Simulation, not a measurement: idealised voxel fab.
Process module, titled voxel quadruple lines
Square cells of 5 nm make up the cross-section cut, whose width is 240 nm.
A cross-section is written here as square cells arranged in a grid, and it is given in bands from the top down, each band taking up one or more rows of cells. Top height, bottom height, nm. Materials left to right, width each, nm. Single material + "full width" = fills band edge to edge. "air" = empty. Height is counted from the level 0, under which the received wafer is composed throughout of one material. The lowest of the bands is not closed at the bottom but continues downward, in the notation "from 0 down". When a width is written as two numbers, as in "30->40", the first number is the width in the top row of cells of the band and the second is the width in its bottom row, and the width changes by the same amount from each row to the next. Reading "no change" for a step: not a cell of the cross-section changed in it. Fully closed voids: empty space of 8 cells or more with no open way to the top, each as width x height at its distance from the left edge, in nm. It should be noted that, on the line of a given step, the content following the step's settings is a remark produced by the simulator itself with respect to that step. On any step carrying a mask, the "overlay nm" setting, if present on the step's line, tells how far right of its planned place the mask lay; negative values point to the left.
-- Steps planned for the process
step 1: RECEIVE with material Si
step 2: CONFORMAL_DEP with material SiO2, thk nm 5
step 3: DIRECTIONAL_DEP with material W, thk nm 10
step 4: DIRECTIONAL_DEP with material polySi, thk nm 15
step 5: DIRECTIONAL_DEP with material aC, thk nm 20
step 6: PATTERN with tone cover, mask id MANDREL, material resist, width nm 25, pitch nm 80, thk nm 30, overlay nm 0
step 7: DIRECTIONAL_ETCH with etch materials aC, depth nm 20
step 8: STRIP with etch materials resist
step 9: CONFORMAL_DEP with material SiO2, thk nm 15
step 10: DIRECTIONAL_ETCH with etch materials SiO2, depth nm 15
step 11: STRIP with etch materials aC
step 12: DIRECTIONAL_ETCH with etch materials polySi, depth nm 15
step 13: STRIP with etch materials SiO2
step 14: CONFORMAL_DEP with material SiN, thk nm 5
step 15: DIRECTIONAL_ETCH with etch materials SiN, depth nm 5
step 16: STRIP with etch materials polySi
step 17: DIRECTIONAL_ETCH with etch materials W, depth nm 10
step 18: STRIP with etch materials SiN
-- The cross-section here shows the wafer as received, i.e. in its state after step 1
  from 0 down: Si full width
  Fully closed voids: none
-- The plan above was carried out on the starting structure above with one mistake, and this cross-section shows the wafer at the end of the module
  from 20 to 5: polySi full width
  from 5 to 0: SiO2 full width
  from 0 down: Si full width
  Fully closed voids: none
Here's what went sideways: a sequencing error occurred in which plan steps 3 and 4 were transposed
